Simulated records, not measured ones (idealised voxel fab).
Process module name: voxel wiring stack
Displayed cross-section: cut, width of 235 nm, square cells sized 5 nm.
Each cross-section below is a grid of square cells, stated as bands in top-down order, with one or more rows of cells making up each band. It is stipulated that each band's entry specify, in nanometres, the height of the top of the band and then that of its bottom, followed by the materials of the band in left-to-right sequence, each together with its width in nanometres. A single material marked by the word "all across" is understood to fill the band from edge to edge; the word "air" is understood to denote empty space. Heights from 0 (as-received wafer is one material below). Bottom band endless downward, as "0 nm and below". So if you see something like "30->40" for the width, read it as the top row of the band sitting at the first number and the bottom row at the second, with every row in between moving by the same amount as the last. You'll sometimes find "no alteration" written for a step, and that's the way of saying that nowhere in the cross-section did a cell change during that step. "Voids, enclosed": sealed empty spaces, 8 cells or more, no open way to top, listed width x height at distance, with distance from the left edge and width, height and distance in nm. Where a step's line continues beyond its settings, the continuation is a remark by the simulator itself on that step. The optional step-line setting "overlay nm" applies to steps with a mask and quantifies how far to the right of its planned location the mask lay, a negative value indicating leftward placement.
These are the steps we planned for the process:
step 1: op RECEIVE | material Si
step 2: op CONFORMAL_DEP | material SiO2 | thk nm 10
step 3: op CONFORMAL_DEP | material SiCN | thk nm 5
step 4: op DIRECTIONAL_DEP | material lowk | thk nm 15
step 5: op DIRECTIONAL_DEP | material aC | thk nm 15
step 6: op PATTERN | tone open | mask id METAL_1 | material resist | width nm 25 | pitch nm 50 | thk nm 30 | overlay nm 0
step 7: op DIRECTIONAL_ETCH | etch materials aC | depth nm 15
step 8: op STRIP | etch materials resist
step 9: op DIRECTIONAL_ETCH | etch materials lowk | depth nm 15
step 10: op DIRECTIONAL_ETCH | etch materials SiCN | depth nm 5
step 11: op STRIP | etch materials aC
step 12: op CONFORMAL_DEP | material TiN | thk nm 5
step 13: op FILL_DEP | material Cu | thk nm 10
step 14: op CMP | height nm 30
step 15: op CONFORMAL_DEP | material SiCN | thk nm 5
step 16: op DIRECTIONAL_DEP | material lowk | thk nm 15
step 17: op DIRECTIONAL_DEP | material aC | thk nm 10
step 18: op PATTERN | tone open | mask id PLUG_1 | material resist | width nm 15 | pitch nm 50 | thk nm 30 | overlay nm 0
step 19: op DIRECTIONAL_ETCH | etch materials aC | depth nm 10
step 20: op STRIP | etch materials resist
step 21: op DIRECTIONAL_ETCH | etch materials lowk | depth nm 15
step 22: op DIRECTIONAL_ETCH | etch materials SiCN | depth nm 5
step 23: op STRIP | etch materials aC
step 24: op CONFORMAL_DEP | material TiN | thk nm 5
step 25: op FILL_DEP | material Cu | thk nm 5
step 26: op CMP | height nm 50
step 27: op CONFORMAL_DEP | material SiCN | thk nm 5
step 28: op DIRECTIONAL_DEP | material SiO2 | thk nm 20
step 29: op PATTERN | tone open | mask id METAL_2 | material resist | width nm 25 | pitch nm 50 | thk nm 20 | overlay nm 0
step 30: op DIRECTIONAL_ETCH | etch materials SiO2 | depth nm 20
step 31: op DIRECTIONAL_ETCH | etch materials SiCN | depth nm 5
step 32: op STRIP | etch materials resist
step 33: op CONFORMAL_DEP | material TiN | thk nm 5
step 34: op FILL_DEP | material W | thk nm 10
step 35: op CMP | height nm 75
step 36: op CONFORMAL_DEP | material SiCN | thk nm 5
step 37: op DIRECTIONAL_DEP | material SiO2 | thk nm 25
step 38: op DIRECTIONAL_DEP | material aC | thk nm 15
step 39: op PATTERN | tone open | mask id METAL_3 | material resist | width nm 25 | pitch nm 50 | thk nm 35 | overlay nm 0
step 40: op DIRECTIONAL_ETCH | etch materials aC | depth nm 15
step 41: op STRIP | etch materials resist
step 42: op DIRECTIONAL_ETCH | etch materials SiO2 | depth nm 15
step 43: op STRIP | etch materials aC
step 44: op PATTERN | tone open | mask id METAL_3_HOLES | material resist | width nm 15 | pitch nm 50 | thk nm 15 | overlay nm 0
step 45: op DIRECTIONAL_ETCH | etch materials SiO2 | depth nm 10
step 46: op DIRECTIONAL_ETCH | etch materials SiCN | depth nm 5
step 47: op STRIP | etch materials resist
step 48: op CONFORMAL_DEP | material TiN | thk nm 5
step 49: op FILL_DEP | material Ru | thk nm 10
step 50: op CMP | height nm 105
step 51: op CONFORMAL_DEP | material SiCN | thk nm 5
Cross-sectional view of the wafer in its as-received condition, corresponding to the state after step 1:
- 0 nm and below: Si all across
- Voids, enclosed: none
Looking at the first of two wafers in cross-section at end of module - ran to plan:
- 110 nm to 105 nm: SiCN all across
- 105 nm to 95 nm: SiO2: 80; TiN: 5; Ru: 15; TiN: 5; SiO2: 25; TiN: 5; Ru: 15; TiN: 5; SiO2: 80
- 95 nm to 90 nm: SiO2: 80; TiN: 5; Ru: 5; TiN: 15; SiO2: 25; TiN: 5; Ru: 5; TiN: 15; SiO2: 80
- 90 nm to 80 nm: SiO2: 80; TiN: 5; Ru: 5; TiN: 5; SiO2: 35; TiN: 5; Ru: 5; TiN: 5; SiO2: 90
- 80 nm to 75 nm: SiCN: 80; TiN: 15; SiCN: 35; TiN: 15; SiCN: 90
- 75 nm to 55 nm: SiO2: 80; TiN: 5; W: 15; TiN: 5; SiO2: 25; TiN: 5; W: 15; TiN: 5; SiO2: 80
- 55 nm to 50 nm: SiCN: 80; TiN: 25; SiCN: 25; TiN: 25; SiCN: 80
- 50 nm to 35 nm: lowk: 80; TiN: 5; Cu: 5; TiN: 5; lowk: 35; TiN: 5; Cu: 5; TiN: 5; lowk: 90
- 35 nm to 30 nm: SiCN: 80; TiN: 15; SiCN: 35; TiN: 15; SiCN: 90
- 30 nm to 15 nm: lowk: 80; TiN: 5; Cu: 15; TiN: 5; lowk: 25; TiN: 5; Cu: 15; TiN: 5; lowk: 80
- 15 nm to 10 nm: SiCN: 80; TiN: 25; SiCN: 25; TiN: 25; SiCN: 80
- 10 nm to 0 nm: SiO2 all across
- 0 nm and below: Si all across
- Voids, enclosed: none
End-of-module cross-section of the second wafer: identical starting point and process plan to the first, with one processing mistake:
- 120 nm to 105 nm: SiCN all across
- 105 nm to 95 nm: SiO2: 80; TiN: 5; Ru: 15; TiN: 5; SiO2: 25; TiN: 5; Ru: 15; TiN: 5; SiO2: 80
- 95 nm to 90 nm: SiO2: 80; TiN: 5; Ru: 5; TiN: 15; SiO2: 25; TiN: 5; Ru: 5; TiN: 15; SiO2: 80
- 90 nm to 80 nm: SiO2: 80; TiN: 5; Ru: 5; TiN: 5; SiO2: 35; TiN: 5; Ru: 5; TiN: 5; SiO2: 90
- 80 nm to 75 nm: SiCN: 80; TiN: 15; SiCN: 35; TiN: 15; SiCN: 90
- 75 nm to 55 nm: SiO2: 80; TiN: 5; W: 15; TiN: 5; SiO2: 25; TiN: 5; W: 15; TiN: 5; SiO2: 80
- 55 nm to 50 nm: SiCN: 80; TiN: 25; SiCN: 25; TiN: 25; SiCN: 80
- 50 nm to 35 nm: lowk: 80; TiN: 5; Cu: 5; TiN: 5; lowk: 35; TiN: 5; Cu: 5; TiN: 5; lowk: 90
- 35 nm to 30 nm: SiCN: 80; TiN: 15; SiCN: 35; TiN: 15; SiCN: 90
- 30 nm to 15 nm: lowk: 80; TiN: 5; Cu: 15; TiN: 5; lowk: 25; TiN: 5; Cu: 15; TiN: 5; lowk: 80
- 15 nm to 10 nm: SiCN: 80; TiN: 25; SiCN: 25; TiN: 25; SiCN: 80
- 10 nm to 0 nm: SiO2 all across
- 0 nm and below: Si all across
- Voids, enclosed: none
Short version of what went wrong: for step 51, the planned setting was not used; the step was instead run as op CONFORMAL_DEP | material SiCN | thk nm 15
Upon completion, the second wafer contains, in terms of cells, a greater or smaller amount of certain materials than the first wafer: 94 more of SiCN
